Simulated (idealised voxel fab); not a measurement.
process module | voxel gate over fins
cross-section cut | 245 nm wide | cells 5 nm
A cross-section is a grid of square cells, given in bands from the top down. A band is one or more rows of cells.
Each band's line starts with the height of the band's top and of its bottom, in nm. Then come its materials from left to right, each with its width in nm. One material with "throughout" fills the band from edge to edge. "air" is empty space.
Height 0 is the level under which the wafer as received is all one material. The lowest band goes on downwards, as in "0 down".
A width such as "30 to 40" changes by the same amount from each row of cells to the next, from the band's top row to its bottom row.
"no change" after a step means that no cell of the cross-section changed.
closed voids: empty space of 8 cells or more with no open way to the top, each as width x height at its distance from the left edge, in nm
after a step's settings: what the simulator itself notes on the step
overlay nm, on a step with a mask: how far to the right of its planned place the mask lay; to the left if negative
Each pair below shows a cross-section before one step and the cross-section after it, down to the lowest band that changed. The line under each pair gives the step between them, with its settings. The pairs can come from different runs of this module on the same starting wafer, so a pair continues from the pair above only where its "before" says so.
before
  0 down: Si throughout
  closed voids: none
after
  5 to 0: SiN throughout
  below 0: unchanged
  closed voids: none
the step between: op CONFORMAL_DEP | material SiN | thk nm 5
before: the cross-section after the pair above
after
  25 to 5: air 95 | resist 15 | air 20 | resist 15 | air 100
  below 5: unchanged
  closed voids: none
the step between: op PATTERN | tone cover | mask id FINS | material resist | width nm 15 | pitch nm 35 | thk nm 20 | overlay nm 0
before: the cross-section after the pair above
after
  25 to 5: air 95 | resist 15 | air 20 | resist 15 | air 100
  5 to 0: air 95 | SiN 15 | air 20 | SiN 15 | air 100
  below 0: unchanged
  closed voids: none
the step between: op DIRECTIONAL_ETCH | etch materials SiN | depth nm 5
before: the cross-section after the pair above
after
  25 to 5: air 95 | resist 15 | air 20 | resist 15 | air 100
  5 to 0: air 95 | SiN 15 | air 20 | SiN 15 | air 100
  0 to -30: air 95 | Si 15 | air 20 | Si 15 | air 100
  below -30: unchanged
  closed voids: none
the step between: op DIRECTIONAL_ETCH | etch materials Si | depth nm 30
before: the cross-section after the pair above
after
  5 to 0: air 95 | SiN 15 | air 20 | SiN 15 | air 100
  below 0: unchanged
  closed voids: none
the step between: op STRIP | etch materials resist
before: the cross-section after the pair above
after
  15 to 5: SiO2 throughout
  5 to 0: SiO2 95 | SiN 15 | SiO2 20 | SiN 15 | SiO2 100
  0 to -30: SiO2 95 | Si 15 | SiO2 20 | Si 15 | SiO2 100
  below -30: unchanged
  closed voids: none
the step between: op FILL_DEP | material SiO2 | thk nm 10
before: the cross-section after the pair above
after
  5 to 0: SiO2 95 | SiN 15 | SiO2 20 | SiN 15 | SiO2 100
  below 0: unchanged
  closed voids: none
the step between: op CMP | height nm 5
before: the cross-section after the pair above
after
  5 to 0: air 95 | SiN 15 | air 20 | SiN 15 | air 100
  0 to -15: air 95 | Si 15 | air 20 | Si 15 | air 100
  below -15: unchanged
  closed voids: none
the step between: op SELECTIVE_ETCH | etch materials SiO2 | depth nm 20
before: the cross-section after the pair above
after
  0 to -15: air 95 | Si 15 | air 20 | Si 15 | air 100
  below -15: unchanged
  closed voids: none
the step between: op STRIP | etch materials SiN
before: the cross-section after the pair above
after
  5 to 0: air 90 | HfO2 25 | air 10 | HfO2 25 | air 95
  0 to -10: air 90 | HfO2 5 | Si 15 | HfO2 5 | air 10 | HfO2 5 | Si 15 | HfO2 5 | air 95
  -10 to -15: HfO2 95 | Si 15 | HfO2 20 | Si 15 | HfO2 100
  below -15: unchanged
  closed voids: none
the step between: op CONFORMAL_DEP | material HfO2 | thk nm 5
before: the cross-section after the pair above
after
  10 to 5: air 85 | TiN 70 | air 90
  5 to 0: air 85 | TiN 5 | HfO2 25 | TiN 10 | HfO2 25 | TiN 5 | air 90
  0 to -5: air 85 | TiN 5 | HfO2 5 | Si 15 | HfO2 5 | TiN 10 | HfO2 5 | Si 15 | HfO2 5 | TiN 5 | air 90
  -5 to -10: TiN 90 | HfO2 5 | Si 15 | HfO2 5 | TiN 10 | HfO2 5 | Si 15 | HfO2 5 | TiN 95
  below -10: unchanged
  closed voids: none
the step between: op CONFORMAL_DEP | material TiN | thk nm 5
before: the cross-section after the pair above
after
  15 to 10: air 80 | TiAl 80 | air 85
  10 to 5: air 80 | TiAl 5 | TiN 70 | TiAl 5 | air 85
  5 to 0: air 80 | TiAl 5 | TiN 5 | HfO2 25 | TiN 10 | HfO2 25 | TiN 5 | TiAl 5 | air 85
  0 to -5: TiAl 85 | TiN 5 | HfO2 5 | Si 15 | HfO2 5 | TiN 10 | HfO2 5 | Si 15 | HfO2 5 | TiN 5 | TiAl 90
  below -5: unchanged
  closed voids: none
the step between: op CONFORMAL_DEP | material TiAl | thk nm 5
before: the cross-section after the pair above
after
  20 to 15: air 75 | TiN 90 | air 80
  15 to 10: air 75 | TiN 5 | TiAl 80 | TiN 5 | air 80
  10 to 5: air 75 | TiN 5 | TiAl 5 | TiN 70 | TiAl 5 | TiN 5 | air 80
  5 to 0: TiN 80 | TiAl 5 | TiN 5 | HfO2 25 | TiN 10 | HfO2 25 | TiN 5 | TiAl 5 | TiN 85
  below 0: unchanged
  closed voids: none
the step between: op CONFORMAL_DEP | material TiN | thk nm 5
before: the cross-section after the pair above
after
  35 to 20: W throughout
  20 to 15: W 75 | TiN 90 | W 80
  15 to 10: W 75 | TiN 5 | TiAl 80 | TiN 5 | W 80
  10 to 5: W 75 | TiN 5 | TiAl 5 | TiN 70 | TiAl 5 | TiN 5 | W 80
  below 5: unchanged
  closed voids: none
the step between: op FILL_DEP | material W | thk nm 15
before: the cross-section after the pair above
after
  30 to 20: W throughout
  below 20: unchanged
  closed voids: none
the step between: op CMP | height nm 30
before: the cross-section after the pair above
after
  35 to 30: SiCN throughout
  below 30: unchanged
  closed voids: none
the step between: op CONFORMAL_DEP | material SiCN | thk nm 5
before
  10 to 5: air 85 | TiN 70 | air 90
  5 to 0: air 85 | TiN 5 | HfO2 25 | TiN 10 | HfO2 25 | TiN 5 | air 90
  0 to -5: air 85 | TiN 5 | HfO2 5 | Si 15 | HfO2 5 | TiN 10 | HfO2 5 | Si 15 | HfO2 5 | TiN 5 | air 90
  -5 to -10: TiN 90 | HfO2 5 | Si 15 | HfO2 5 | TiN 10 | HfO2 5 | Si 15 | HfO2 5 | TiN 95
  -10 to -15: HfO2 95 | Si 15 | HfO2 20 | Si 15 | HfO2 100
  -15 to -30: SiO2 95 | Si 15 | SiO2 20 | Si 15 | SiO2 100
  -30 down: Si throughout
  closed voids: none
after
  15 to 5: air 80 | TiN 80 | air 85
  5 to 0: air 80 | TiN 10 | HfO2 25 | TiN 10 | HfO2 25 | TiN 10 | air 85
  0 to -10: TiN 90 | HfO2 5 | Si 15 | HfO2 5 | TiN 10 | HfO2 5 | Si 15 | HfO2 5 | TiN 95
  below -10: unchanged
  closed voids: none
the step between: op CONFORMAL_DEP | material TiN | thk nm 5
before: the cross-section after the pair above
after
  30 to 15: W throughout
  15 to 5: W 80 | TiN 80 | W 85
  5 to 0: W 80 | TiN 10 | HfO2 25 | TiN 10 | HfO2 25 | TiN 10 | W 85
  below 0: unchanged
  closed voids: none
the step between: op FILL_DEP | material W | thk nm 15
before: the cross-section after the pair above
after
  35 to 30: SiCN throughout
  below 30: unchanged
  closed voids: none
the step between: op CONFORMAL_DEP | material SiCN | thk nm 5
before
  25 to 5: air 95 | resist 15 | air 20 | resist 15 | air 100
  5 to 0: air 95 | SiN 15 | air 20 | SiN 15 | air 100
  0 to -30: air 95 | Si 15 | air 20 | Si 15 | air 100
  -30 down: Si throughout
  closed voids: none
after
  25 to 5: air 95 | resist 15 | air 20 | resist 15 | air 100
  5 to 0: air 95 | SiN 15 | air 20 | SiN 15 | air 100
  0 to -60: air 95 | Si 15 | air 20 | Si 15 | air 100
  below -60: unchanged
  closed voids: none
the step between: op DIRECTIONAL_ETCH | etch materials Si | depth nm 30
before: the cross-section after the pair above
after
  5 to 0: air 95 | SiN 15 | air 20 | SiN 15 | air 100
  below 0: unchanged
  closed voids: none
the step between: op STRIP | etch materials resist
before: the cross-section after the pair above
after
  15 to 5: SiO2 throughout
  5 to 0: SiO2 95 | SiN 15 | SiO2 20 | SiN 15 | SiO2 100
  0 to -60: SiO2 95 | Si 15 | SiO2 20 | Si 15 | SiO2 100
  below -60: unchanged
  closed voids: none
the step between: op FILL_DEP | material SiO2 | thk nm 10
before: the cross-section after the pair above
after
  5 to 0: SiO2 95 | SiN 15 | SiO2 20 | SiN 15 | SiO2 100
  below 0: unchanged
  closed voids: none
the step between: op CMP | height nm 5
before: the cross-section after the pair above
after
  5 to 0: air 95 | SiN 15 | air 20 | SiN 15 | air 100
  0 to -15: air 95 | Si 15 | air 20 | Si 15 | air 100
  below -15: unchanged
  closed voids: none
the step between: op SELECTIVE_ETCH | etch materials SiO2 | depth nm 20
before: the cross-section after the pair above
after
  0 to -15: air 95 | Si 15 | air 20 | Si 15 | air 100
  below -15: unchanged
  closed voids: none
the step between: op STRIP | etch materials SiN
before: the cross-section after the pair above
after
  5 to 0: air 90 | HfO2 25 | air 10 | HfO2 25 | air 95
  0 to -10: air 90 | HfO2 5 | Si 15 | HfO2 5 | air 10 | HfO2 5 | Si 15 | HfO2 5 | air 95
  -10 to -15: HfO2 95 | Si 15 | HfO2 20 | Si 15 | HfO2 100
  below -15: unchanged
  closed voids: none
the step between: op CONFORMAL_DEP | material HfO2 | thk nm 5
before: the cross-section after the pair above
after
  10 to 5: air 85 | TiN 70 | air 90
  5 to 0: air 85 | TiN 5 | HfO2 25 | TiN 10 | HfO2 25 | TiN 5 | air 90
  0 to -5: air 85 | TiN 5 | HfO2 5 | Si 15 | HfO2 5 | TiN 10 | HfO2 5 | Si 15 | HfO2 5 | TiN 5 | air 90
  -5 to -10: TiN 90 | HfO2 5 | Si 15 | HfO2 5 | TiN 10 | HfO2 5 | Si 15 | HfO2 5 | TiN 95
  below -10: unchanged
  closed voids: none
the step between: op CONFORMAL_DEP | material TiN | thk nm 5
before: the cross-section after the pair above
after
  15 to 10: air 80 | TiAl 80 | air 85
  10 to 5: air 80 | TiAl 5 | TiN 70 | TiAl 5 | air 85
  5 to 0: air 80 | TiAl 5 | TiN 5 | HfO2 25 | TiN 10 | HfO2 25 | TiN 5 | TiAl 5 | air 85
  0 to -5: TiAl 85 | TiN 5 | HfO2 5 | Si 15 | HfO2 5 | TiN 10 | HfO2 5 | Si 15 | HfO2 5 | TiN 5 | TiAl 90
  below -5: unchanged
  closed voids: none
the step between: op CONFORMAL_DEP | material TiAl | thk nm 5
before: the cross-section after the pair above
after
  20 to 15: air 75 | TiN 90 | air 80
  15 to 10: air 75 | TiN 5 | TiAl 80 | TiN 5 | air 80
  10 to 5: air 75 | TiN 5 | TiAl 5 | TiN 70 | TiAl 5 | TiN 5 | air 80
  5 to 0: TiN 80 | TiAl 5 | TiN 5 | HfO2 25 | TiN 10 | HfO2 25 | TiN 5 | TiAl 5 | TiN 85
  below 0: unchanged
  closed voids: none
the step between: op CONFORMAL_DEP | material TiN | thk nm 5
before: the cross-section after the pair above
after
  35 to 20: W throughout
  20 to 15: W 75 | TiN 90 | W 80
  15 to 10: W 75 | TiN 5 | TiAl 80 | TiN 5 | W 80
  10 to 5: W 75 | TiN 5 | TiAl 5 | TiN 70 | TiAl 5 | TiN 5 | W 80
  below 5: unchanged
  closed voids: none
the step between: op FILL_DEP | material W | thk nm 15
before: the cross-section after the pair above
after
  30 to 20: W throughout
  below 20: unchanged
  closed voids: none
the step between: op CMP | height nm 30
before: the cross-section after the pair above
after
  35 to 30: SiCN throughout
  below 30: unchanged
  closed voids: none
the step between: op CONFORMAL_DEP | material SiCN | thk nm 5
before
  15 to 5: air 80 | TiN 80 | air 85
  5 to 0: air 80 | TiN 10 | HfO2 25 | TiN 10 | HfO2 25 | TiN 10 | air 85
  0 to -10: TiN 90 | HfO2 5 | Si 15 | HfO2 5 | TiN 10 | HfO2 5 | Si 15 | HfO2 5 | TiN 95
  -10 to -15: HfO2 95 | Si 15 | HfO2 20 | Si 15 | HfO2 100
  -15 to -30: SiO2 95 | Si 15 | SiO2 20 | Si 15 | SiO2 100
  -30 down: Si throughout
  closed voids: none
after
  20 to 15: air 75 | TiAl 90 | air 80
  15 to 5: air 75 | TiAl 5 | TiN 80 | TiAl 5 | air 80
  5 to 0: TiAl 80 | TiN 10 | HfO2 25 | TiN 10 | HfO2 25 | TiN 10 | TiAl 85
  below 0: unchanged
  closed voids: none
the step between: op CONFORMAL_DEP | material TiAl | thk nm 5
before: the cross-section after the pair above
after
  35 to 20: W throughout
  20 to 15: W 75 | TiAl 90 | W 80
  15 to 5: W 75 | TiAl 5 | TiN 80 | TiAl 5 | W 80
  below 5: unchanged
  closed voids: none
the step between: op FILL_DEP | material W | thk nm 15
before: the cross-section after the pair above
after
  30 to 20: W throughout
  below 20: unchanged
  closed voids: none
the step between: op CMP | height nm 30
before: the cross-section after the pair above
after
  35 to 30: SiCN throughout
  below 30: unchanged
  closed voids: none
the step between: op CONFORMAL_DEP | material SiCN | thk nm 5
before
  5 to 0: air 90 | HfO2 25 | air 10 | HfO2 25 | air 95
  0 to -10: air 90 | HfO2 5 | Si 15 | HfO2 5 | air 10 | HfO2 5 | Si 15 | HfO2 5 | air 95
  -10 to -15: HfO2 95 | Si 15 | HfO2 20 | Si 15 | HfO2 100
  -15 to -30: SiO2 95 | Si 15 | SiO2 20 | Si 15 | SiO2 100
  -30 down: Si throughout
  closed voids: none
after
  20 to 5: air 75 | TiN 90 | air 80
  5 to 0: TiN 90 | HfO2 25 | TiN 10 | HfO2 25 | TiN 95
  0 to -10: TiN 90 | HfO2 5 | Si 15 | HfO2 5 | TiN 10 | HfO2 5 | Si 15 | HfO2 5 | TiN 95
  below -10: unchanged
  closed voids: none
the step between: op CONFORMAL_DEP | material TiN | thk nm 15
before: the cross-section after the pair above
after
  25 to 20: air 70 | TiAl 100 | air 75
  20 to 10: air 70 | TiAl 5 | TiN 90 | TiAl 5 | air 75
  10 to 5: TiAl 75 | TiN 90 | TiAl 80
  below 5: unchanged
  closed voids: none
the step between: op CONFORMAL_DEP | material TiAl | thk nm 5
before: the cross-section after the pair above
after
  30 to 25: air 65 | TiN 110 | air 70
  25 to 20: air 65 | TiN 5 | TiAl 100 | TiN 5 | air 70
  20 to 15: air 65 | TiN 5 | TiAl 5 | TiN 90 | TiAl 5 | TiN 5 | air 70
  15 to 10: TiN 70 | TiAl 5 | TiN 90 | TiAl 5 | TiN 75
  below 10: unchanged
  closed voids: none
the step between: op CONFORMAL_DEP | material TiN | thk nm 5
before: the cross-section after the pair above
after
  45 to 30: W throughout
  30 to 25: W 65 | TiN 110 | W 70
  25 to 20: W 65 | TiN 5 | TiAl 100 | TiN 5 | W 70
  20 to 15: W 65 | TiN 5 | TiAl 5 | TiN 90 | TiAl 5 | TiN 5 | W 70
  below 15: unchanged
  closed voids: none
the step between: op FILL_DEP | material W | thk nm 15
before: the cross-section after the pair above
after
  30 to 25: W 65 | TiN 110 | W 70
  below 25: unchanged
  closed voids: none
the step between: op CMP | height nm 30
before: the cross-section after the pair above
after
  35 to 30: SiCN throughout
  below 30: unchanged
  closed voids: none
the step between: op CONFORMAL_DEP | material SiCN | thk nm 5
before
  5 to 0: SiN throughout
  0 down: Si throughout
  closed voids: none
after
  25 to 5: air 95 | resist 20 | air 15 | resist 20 | air 95
  below 5: unchanged
  closed voids: none
the step between: op PATTERN | tone cover | mask id FINS | material resist | width nm 20 | pitch nm 35 | thk nm 20 | overlay nm 0
before: the cross-section after the pair above
after
  25 to 5: air 95 | resist 20 | air 15 | resist 20 | air 95
  5 to 0: air 95 | SiN 20 | air 15 | SiN 20 | air 95
  below 0: unchanged
  closed voids: none
the step between: op DIRECTIONAL_ETCH | etch materials SiN | depth nm 5
before: the cross-section after the pair above
after
  25 to 5: air 95 | resist 20 | air 15 | resist 20 | air 95
  5 to 0: air 95 | SiN 20 | air 15 | SiN 20 | air 95
  0 to -30: air 95 | Si 20 | air 15 | Si 20 | air 95
  below -30: unchanged
  closed voids: none
the step between: op DIRECTIONAL_ETCH | etch materials Si | depth nm 30
before: the cross-section after the pair above
after
  5 to 0: air 95 | SiN 20 | air 15 | SiN 20 | air 95
  below 0: unchanged
  closed voids: none
the step between: op STRIP | etch materials resist
before: the cross-section after the pair above
after
  15 to 5: SiO2 throughout
  5 to 0: SiO2 95 | SiN 20 | SiO2 15 | SiN 20 | SiO2 95
  0 to -30: SiO2 95 | Si 20 | SiO2 15 | Si 20 | SiO2 95
  below -30: unchanged
  closed voids: none
the step between: op FILL_DEP | material SiO2 | thk nm 10
before: the cross-section after the pair above
after
  5 to 0: SiO2 95 | SiN 20 | SiO2 15 | SiN 20 | SiO2 95
  below 0: unchanged
  closed voids: none
the step between: op CMP | height nm 5
before: the cross-section after the pair above
after
  5 to 0: air 95 | SiN 20 | air 15 | SiN 20 | air 95
  0 to -15: air 95 | Si 20 | air 15 | Si 20 | air 95
  below -15: unchanged
  closed voids: none
the step between: op SELECTIVE_ETCH | etch materials SiO2 | depth nm 20
before: the cross-section after the pair above
after
  0 to -15: air 95 | Si 20 | air 15 | Si 20 | air 95
  below -15: unchanged
  closed voids: none
the step between: op STRIP | etch materials SiN
before: the cross-section after the pair above
after
  5 to 0: air 90 | HfO2 30 | air 5 | HfO2 30 | air 90
  0 to -10: air 90 | HfO2 5 | Si 20 | HfO2 5 | air 5 | HfO2 5 | Si 20 | HfO2 5 | air 90
  -10 to -15: HfO2 95 | Si 20 | HfO2 15 | Si 20 | HfO2 95
  below -15: unchanged
  closed voids: none
the step between: op CONFORMAL_DEP | material HfO2 | thk nm 5
before: the cross-section after the pair above
after
  10 to 5: air 85 | TiN 75 | air 85
  5 to 0: air 85 | TiN 5 | HfO2 30 | TiN 5 | HfO2 30 | TiN 5 | air 85
  0 to -5: air 85 | TiN 5 | HfO2 5 | Si 20 | HfO2 5 | TiN 5 | HfO2 5 | Si 20 | HfO2 5 | TiN 5 | air 85
  -5 to -10: TiN 90 | HfO2 5 | Si 20 | HfO2 5 | TiN 5 | HfO2 5 | Si 20 | HfO2 5 | TiN 90
  below -10: unchanged
  closed voids: none
the step between: op CONFORMAL_DEP | material TiN | thk nm 5
before: the cross-section after the pair above
after
  15 to 10: air 80 | TiAl 85 | air 80
  10 to 5: air 80 | TiAl 5 | TiN 75 | TiAl 5 | air 80
  5 to 0: air 80 | TiAl 5 | TiN 5 | HfO2 30 | TiN 5 | HfO2 30 | TiN 5 | TiAl 5 | air 80
  0 to -5: TiAl 85 | TiN 5 | HfO2 5 | Si 20 | HfO2 5 | TiN 5 | HfO2 5 | Si 20 | HfO2 5 | TiN 5 | TiAl 85
  below -5: unchanged
  closed voids: none
the step between: op CONFORMAL_DEP | material TiAl | thk nm 5
before: the cross-section after the pair above
after
  20 to 15: air 75 | TiN 95 | air 75
  15 to 10: air 75 | TiN 5 | TiAl 85 | TiN 5 | air 75
  10 to 5: air 75 | TiN 5 | TiAl 5 | TiN 75 | TiAl 5 | TiN 5 | air 75
  5 to 0: TiN 80 | TiAl 5 | TiN 5 | HfO2 30 | TiN 5 | HfO2 30 | TiN 5 | TiAl 5 | TiN 80
  below 0: unchanged
  closed voids: none
the step between: op CONFORMAL_DEP | material TiN | thk nm 5
before: the cross-section after the pair above
after
  35 to 20: W throughout
  20 to 15: W 75 | TiN 95 | W 75
  15 to 10: W 75 | TiN 5 | TiAl 85 | TiN 5 | W 75
  10 to 5: W 75 | TiN 5 | TiAl 5 | TiN 75 | TiAl 5 | TiN 5 | W 75
  below 5: unchanged
  closed voids: none
the step between: op FILL_DEP | material W | thk nm 15
before: the cross-section after the pair above
after
  30 to 20: W throughout
  below 20: unchanged
  closed voids: none
the step between: op CMP | height nm 30
before: the cross-section after the pair above
after
  35 to 30: SiCN throughout
  below 30: unchanged
  closed voids: none
the step between: op CONFORMAL_DEP | material SiCN | thk nm 5
before
  5 to 0: SiN throughout
  0 down: Si throughout
  closed voids: none
after
  25 to 5: air 85 | resist 15 | air 20 | resist 15 | air 110
  below 5: unchanged
  closed voids: none
the step between: op PATTERN | tone cover | mask id FINS | material resist | width nm 15 | pitch nm 35 | thk nm 20 | overlay nm -10
before: the cross-section after the pair above
after
  25 to 5: air 85 | resist 15 | air 20 | resist 15 | air 110
  5 to 0: air 85 | SiN 15 | air 20 | SiN 15 | air 110
  below 0: unchanged
  closed voids: none
the step between: op DIRECTIONAL_ETCH | etch materials SiN | depth nm 5
before: the cross-section after the pair above
after
  25 to 5: air 85 | resist 15 | air 20 | resist 15 | air 110
  5 to 0: air 85 | SiN 15 | air 20 | SiN 15 | air 110
  0 to -30: air 85 | Si 15 | air 20 | Si 15 | air 110
  below -30: unchanged
  closed voids: none
the step between: op DIRECTIONAL_ETCH | etch materials Si | depth nm 30
before: the cross-section after the pair above
after
  5 to 0: air 85 | SiN 15 | air 20 | SiN 15 | air 110
  below 0: unchanged
  closed voids: none
the step between: op STRIP | etch materials resist
before: the cross-section after the pair above
after
  15 to 5: SiO2 throughout
  5 to 0: SiO2 85 | SiN 15 | SiO2 20 | SiN 15 | SiO2 110
  0 to -30: SiO2 85 | Si 15 | SiO2 20 | Si 15 | SiO2 110
  below -30: unchanged
  closed voids: none
the step between: op FILL_DEP | material SiO2 | thk nm 10
before: the cross-section after the pair above
after
  5 to 0: SiO2 85 | SiN 15 | SiO2 20 | SiN 15 | SiO2 110
  below 0: unchanged
  closed voids: none
the step between: op CMP | height nm 5
before: the cross-section after the pair above
after
  5 to 0: air 85 | SiN 15 | air 20 | SiN 15 | air 110
  0 to -15: air 85 | Si 15 | air 20 | Si 15 | air 110
  below -15: unchanged
  closed voids: none
the step between: op SELECTIVE_ETCH | etch materials SiO2 | depth nm 20
before: the cross-section after the pair above
after
  0 to -15: air 85 | Si 15 | air 20 | Si 15 | air 110
  below -15: unchanged
  closed voids: none
the step between: op STRIP | etch materials SiN
before: the cross-section after the pair above
after
  5 to 0: air 80 | HfO2 25 | air 10 | HfO2 25 | air 105
  0 to -10: air 80 | HfO2 5 | Si 15 | HfO2 5 | air 10 | HfO2 5 | Si 15 | HfO2 5 | air 105
  -10 to -15: HfO2 85 | Si 15 | HfO2 20 | Si 15 | HfO2 110
  below -15: unchanged
  closed voids: none
the step between: op CONFORMAL_DEP | material HfO2 | thk nm 5
before: the cross-section after the pair above
after
  10 to 5: air 75 | TiN 70 | air 100
  5 to 0: air 75 | TiN 5 | HfO2 25 | TiN 10 | HfO2 25 | TiN 5 | air 100
  0 to -5: air 75 | TiN 5 | HfO2 5 | Si 15 | HfO2 5 | TiN 10 | HfO2 5 | Si 15 | HfO2 5 | TiN 5 | air 100
  -5 to -10: TiN 80 | HfO2 5 | Si 15 | HfO2 5 | TiN 10 | HfO2 5 | Si 15 | HfO2 5 | TiN 105
  below -10: unchanged
  closed voids: none
the step between: op CONFORMAL_DEP | material TiN | thk nm 5
before: the cross-section after the pair above
after
  15 to 10: air 70 | TiAl 80 | air 95
  10 to 5: air 70 | TiAl 5 | TiN 70 | TiAl 5 | air 95
  5 to 0: air 70 | TiAl 5 | TiN 5 | HfO2 25 | TiN 10 | HfO2 25 | TiN 5 | TiAl 5 | air 95
  0 to -5: TiAl 75 | TiN 5 | HfO2 5 | Si 15 | HfO2 5 | TiN 10 | HfO2 5 | Si 15 | HfO2 5 | TiN 5 | TiAl 100
  below -5: unchanged
  closed voids: none
the step between: op CONFORMAL_DEP | material TiAl | thk nm 5
before: the cross-section after the pair above
after
  20 to 15: air 65 | TiN 90 | air 90
  15 to 10: air 65 | TiN 5 | TiAl 80 | TiN 5 | air 90
  10 to 5: air 65 | TiN 5 | TiAl 5 | TiN 70 | TiAl 5 | TiN 5 | air 90
  5 to 0: TiN 70 | TiAl 5 | TiN 5 | HfO2 25 | TiN 10 | HfO2 25 | TiN 5 | TiAl 5 | TiN 95
  below 0: unchanged
  closed voids: none
the step between: op CONFORMAL_DEP | material TiN | thk nm 5
before: the cross-section after the pair above
after
  35 to 20: W throughout
  20 to 15: W 65 | TiN 90 | W 90
  15 to 10: W 65 | TiN 5 | TiAl 80 | TiN 5 | W 90
  10 to 5: W 65 | TiN 5 | TiAl 5 | TiN 70 | TiAl 5 | TiN 5 | W 90
  below 5: unchanged
  closed voids: none
the step between: op FILL_DEP | material W | thk nm 15
before: the cross-section after the pair above
after
  30 to 20: W throughout
  below 20: unchanged
  closed voids: none
the step between: op CMP | height nm 30
before: the cross-section after the pair above
after
  35 to 30: SiCN throughout
  below 30: unchanged
  closed voids: none
the step between: op CONFORMAL_DEP | material SiCN | thk nm 5
before
  10 to 5: air 85 | TiN 70 | air 90
  5 to 0: air 85 | TiN 5 | HfO2 25 | TiN 10 | HfO2 25 | TiN 5 | air 90
  0 to -5: air 85 | TiN 5 | HfO2 5 | Si 15 | HfO2 5 | TiN 10 | HfO2 5 | Si 15 | HfO2 5 | TiN 5 | air 90
  -5 to -10: TiN 90 | HfO2 5 | Si 15 | HfO2 5 | TiN 10 | HfO2 5 | Si 15 | HfO2 5 | TiN 95
  -10 to -15: HfO2 95 | Si 15 | HfO2 20 | Si 15 | HfO2 100
  -15 to -30: SiO2 95 | Si 15 | SiO2 20 | Si 15 | SiO2 100
  -30 down: Si throughout
  closed voids: none
after
  15 to 10: air 80 | W 80 | air 85
  10 to 5: air 80 | W 5 | TiN 70 | W 5 | air 85
  5 to 0: air 80 | W 5 | TiN 5 | HfO2 25 | TiN 10 | HfO2 25 | TiN 5 | W 5 | air 85
  0 to -5: W 85 | TiN 5 | HfO2 5 | Si 15 | HfO2 5 | TiN 10 | HfO2 5 | Si 15 | HfO2 5 | TiN 5 | W 90
  below -5: unchanged
  closed voids: none
the step between: op CONFORMAL_DEP | material W | thk nm 5
before: the cross-section after the pair above
after
  20 to 15: air 75 | TiN 90 | air 80
  15 to 10: air 75 | TiN 5 | W 80 | TiN 5 | air 80
  10 to 5: air 75 | TiN 5 | W 5 | TiN 70 | W 5 | TiN 5 | air 80
  5 to 0: TiN 80 | W 5 | TiN 5 | HfO2 25 | TiN 10 | HfO2 25 | TiN 5 | W 5 | TiN 85
  below 0: unchanged
  closed voids: none
the step between: op CONFORMAL_DEP | material TiN | thk nm 5
before: the cross-section after the pair above
after
  35 to 20: W throughout
  20 to 15: W 75 | TiN 90 | W 80
  15 to 10: W 75 | TiN 5 | W 80 | TiN 5 | W 80
  10 to 5: W 75 | TiN 5 | W 5 | TiN 70 | W 5 | TiN 5 | W 80
  below 5: unchanged
  closed voids: none
the step between: op FILL_DEP | material W | thk nm 15
before: the cross-section after the pair above
after
  30 to 20: W throughout
  below 20: unchanged
  closed voids: none
the step between: op CMP | height nm 30
before: the cross-section after the pair above
after
  35 to 30: SiCN throughout
  below 30: unchanged
  closed voids: none
the step between: op CONFORMAL_DEP | material SiCN | thk nm 5
before
  5 to 0: SiN throughout
  0 down: Si throughout
  closed voids: none
after
  25 to 5: resist 95 | air 15 | resist 20 | air 15 | resist 100
  below 5: unchanged
  closed voids: none
the step between: op PATTERN | tone open | mask id FINS | material resist | width nm 15 | pitch nm 35 | thk nm 20 | overlay nm 0
before: the cross-section after the pair above
after
  25 to 5: resist 95 | air 15 | resist 20 | air 15 | resist 100
  5 to 0: SiN 95 | air 15 | SiN 20 | air 15 | SiN 100
  below 0: unchanged
  closed voids: none
the step between: op DIRECTIONAL_ETCH | etch materials SiN | depth nm 5
before: the cross-section after the pair above
after
  25 to 5: resist 95 | air 15 | resist 20 | air 15 | resist 100
  5 to 0: SiN 95 | air 15 | SiN 20 | air 15 | SiN 100
  0 to -30: Si 95 | air 15 | Si 20 | air 15 | Si 100
  below -30: unchanged
  closed voids: none
the step between: op DIRECTIONAL_ETCH | etch materials Si | depth nm 30
before: the cross-section after the pair above
after
  5 to 0: SiN 95 | air 15 | SiN 20 | air 15 | SiN 100
  below 0: unchanged
  closed voids: none
the step between: op STRIP | etch materials resist
before: the cross-section after the pair above
after
  15 to 5: SiO2 throughout
  5 to 0: SiN 95 | SiO2 15 | SiN 20 | SiO2 15 | SiN 100
  0 to -30: Si 95 | SiO2 15 | Si 20 | SiO2 15 | Si 100
  below -30: unchanged
  closed voids: none
the step between: op FILL_DEP | material SiO2 | thk nm 10
before: the cross-section after the pair above
after
  5 to 0: SiN 95 | SiO2 15 | SiN 20 | SiO2 15 | SiN 100
  below 0: unchanged
  closed voids: none
the step between: op CMP | height nm 5
before: the cross-section after the pair above
after
  5 to 0: SiN 95 | air 15 | SiN 20 | air 15 | SiN 100
  0 to -15: Si 95 | air 15 | Si 20 | air 15 | Si 100
  below -15: unchanged
  closed voids: none
the step between: op SELECTIVE_ETCH | etch materials SiO2 | depth nm 20
before: the cross-section after the pair above
after
  0 to -15: Si 95 | air 15 | Si 20 | air 15 | Si 100
  below -15: unchanged
  closed voids: none
the step between: op STRIP | etch materials SiN
before: the cross-section after the pair above
after
  5 to 0: HfO2 100 | air 5 | HfO2 30 | air 5 | HfO2 105
  0 to -10: Si 95 | HfO2 5 | air 5 | HfO2 5 | Si 20 | HfO2 5 | air 5 | HfO2 5 | Si 100
  -10 to -15: Si 95 | HfO2 15 | Si 20 | HfO2 15 | Si 100
  below -15: unchanged
  closed voids: none
the step between: op CONFORMAL_DEP | material HfO2 | thk nm 5
before: the cross-section after the pair above
after
  10 to 5: TiN throughout
  5 to 0: HfO2 100 | TiN 5 | HfO2 30 | TiN 5 | HfO2 105
  0 to -10: Si 95 | HfO2 5 | TiN 5 | HfO2 5 | Si 20 | HfO2 5 | TiN 5 | HfO2 5 | Si 100
  below -10: unchanged
  closed voids: none
the step between: op CONFORMAL_DEP | material TiN | thk nm 5
before: the cross-section after the pair above
after
  15 to 10: TiAl throughout
  below 10: unchanged
  closed voids: none
the step between: op CONFORMAL_DEP | material TiAl | thk nm 5
before: the cross-section after the pair above
after
  20 to 15: TiN throughout
  below 15: unchanged
  closed voids: none
the step between: op CONFORMAL_DEP | material TiN | thk nm 5
before: the cross-section after the pair above
after
  35 to 20: W throughout
  below 20: unchanged
  closed voids: none
the step between: op FILL_DEP | material W | thk nm 15
before: the cross-section after the pair above
after
  30 to 20: W throughout
  below 20: unchanged
  closed voids: none
the step between: op CMP | height nm 30
before: the cross-section after the pair above
after
  35 to 30: SiCN throughout
  below 30: unchanged
  closed voids: none
the step between: op CONFORMAL_DEP | material SiCN | thk nm 5
